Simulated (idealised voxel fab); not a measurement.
Process module name: voxel wiring stack
The cross-section shown here is cut; it is 175 nm wide and divided into square cells measuring 5 nm on a side.
Cross-section layout: square cells on a grid; listed as bands, top to bottom; a band spans one or more cell rows.
Top height, bottom height, nm. Materials left to right, width each, nm. Single material + "everywhere" = fills band edge to edge. "air" = empty.
Heads up on the height convention: 0 is the point under which the incoming wafer is all one material, and the lowest band has no bottom, it just keeps going down, like "z 0 and below".
Width "30..40": first value at the band's top row of cells, second value at its bottom row, equal change from row to row.
The designation "everything unchanged", where it is given for a processing step, indicates that no cell of the cross-section was altered in the course of that step.
Empty spaces counting at least 8 cells and having no open way to the top are listed in "Closed empty spaces". The notation width x height at distance is used for each, the distance being from the left edge and all three values in nm.
Past the settings on a step's line: simulator remark, on that step.
The setting "overlay nm" may be written on the line of a step. When the step uses a mask, the value reports how far to the right of the planned place the mask lay, and a negative value reports that it lay to the left.

SET OUT BELOW ARE THE PLANNED STEPS OF THE PROCESS
1. RECEIVE,material Si
2. CONFORMAL_DEP,material SiO2,thk nm 15
3. DIRECTIONAL_DEP,material TiN,thk nm 5
4. DIRECTIONAL_DEP,material Ru,thk nm 15
5. MASKED_ETCH,tone cover,mask id METAL_1,width nm 25,pitch nm 55,etch materials Ru,depth nm 15,overlay nm 0
6. MASKED_ETCH,tone cover,mask id METAL_1,width nm 25,pitch nm 55,etch materials TiN,depth nm 5,overlay nm 0
7. FILL_DEP,material lowk,thk nm 5
8. CMP,height nm 35
9. CONFORMAL_DEP,material SiCN,thk nm 5
10. DIRECTIONAL_DEP,material lowk,thk nm 10
11. DIRECTIONAL_DEP,material aC,thk nm 15
12. PATTERN,tone open,mask id PLUG_1,material resist,width nm 15,pitch nm 55,thk nm 30,overlay nm 0
13. DIRECTIONAL_ETCH,etch materials aC,depth nm 15
14. STRIP,etch materials resist
15. DIRECTIONAL_ETCH,etch materials lowk,depth nm 10
16. DIRECTIONAL_ETCH,etch materials SiCN,depth nm 5
17. STRIP,etch materials aC
18. CONFORMAL_DEP,material TiN,thk nm 5
19. FILL_DEP,material Ru,thk nm 5
20. CMP,height nm 50
21. CONFORMAL_DEP,material SiCN,thk nm 5
22. DIRECTIONAL_DEP,material SiO2,thk nm 15
23. PATTERN,tone open,mask id METAL_2,material resist,width nm 25,pitch nm 55,thk nm 15,overlay nm 0
24. DIRECTIONAL_ETCH,etch materials SiO2,depth nm 15
25. DIRECTIONAL_ETCH,etch materials SiCN,depth nm 5
26. STRIP,etch materials resist
27. CONFORMAL_DEP,material TiN,thk nm 5
28. FILL_DEP,material Ru,thk nm 5
29. CMP,height nm 70
30. CONFORMAL_DEP,material SiCN,thk nm 5
31. DIRECTIONAL_DEP,material SiO2,thk nm 30
32. MASKED_ETCH,tone open,mask id METAL_3_HOLES,width nm 15,etch materials SiO2,depth nm 30,overlay nm 0
33. MASKED_ETCH,tone open,mask id METAL_3,width nm 25,pitch nm 55,etch materials SiO2,depth nm 15,overlay nm 0
34. MASKED_ETCH,tone open,mask id METAL_3,width nm 25,pitch nm 55,etch materials SiCN,depth nm 5,overlay nm 0
35. CONFORMAL_DEP,material TiN,thk nm 5
36. FILL_DEP,material Ru,thk nm 5
37. CMP,height nm 105
38. CONFORMAL_DEP,material SiCN,thk nm 5

INCOMING WAFER, CROSS-SECTIONAL VIEW, POST STEP 1
- z 0 and below | Si everywhere
- Closed empty spaces: none

STARTING WAFER: ABOVE. PLAN: ABOVE. RUN: ONE MISTAKE. CROSS-SECTION AFTER THE MODULE: BELOW
- z 110 to 105 | SiCN everywhere
- z 105 to 95 | 45 SiO2 / 5 TiN / 15 Ru / 5 TiN / 30 SiO2 / 5 TiN / 15 Ru / 5 TiN / 50 SiO2
- z 95 to 90 | 45 SiO2 / 5 TiN / 5 Ru / 15 TiN / 30 SiO2 / 25 TiN / 50 SiO2
- z 90 to 75 | 45 SiO2 / 5 TiN / 5 Ru / 5 TiN / 115 SiO2
- z 75 to 70 | 45 SiCN / 15 TiN / 115 SiCN
- z 70 to 55 | 45 SiO2 / 5 TiN / 15 Ru / 5 TiN / 30 SiO2 / 5 TiN / 15 Ru / 5 TiN / 50 SiO2
- z 55 to 50 | 45 SiCN / 25 TiN / 30 SiCN / 25 TiN / 50 SiCN
- z 50 to 40 | 40 Ru / 5 TiN / 15 lowk / 5 TiN / 30 Ru / 5 TiN / 15 lowk / 5 TiN / 55 Ru
- z 40 to 35 | 45 TiN / 15 SiCN / 40 TiN / 15 SiCN / 60 TiN
- z 35 to 20 | 45 lowk / 25 Ru / 30 lowk / 25 Ru / 50 lowk
- z 20 to 15 | 45 lowk / 25 TiN / 30 lowk / 25 TiN / 50 lowk
- z 15 to 0 | SiO2 everywhere
- z 0 and below | Si everywhere
- Closed empty spaces: none
Where did the run depart from the plan? step 12 was not run as planned; what actually ran was PATTERN,tone cover,mask id PLUG_1,material resist,width nm 15,pitch nm 55,thk nm 30,overlay nm 0
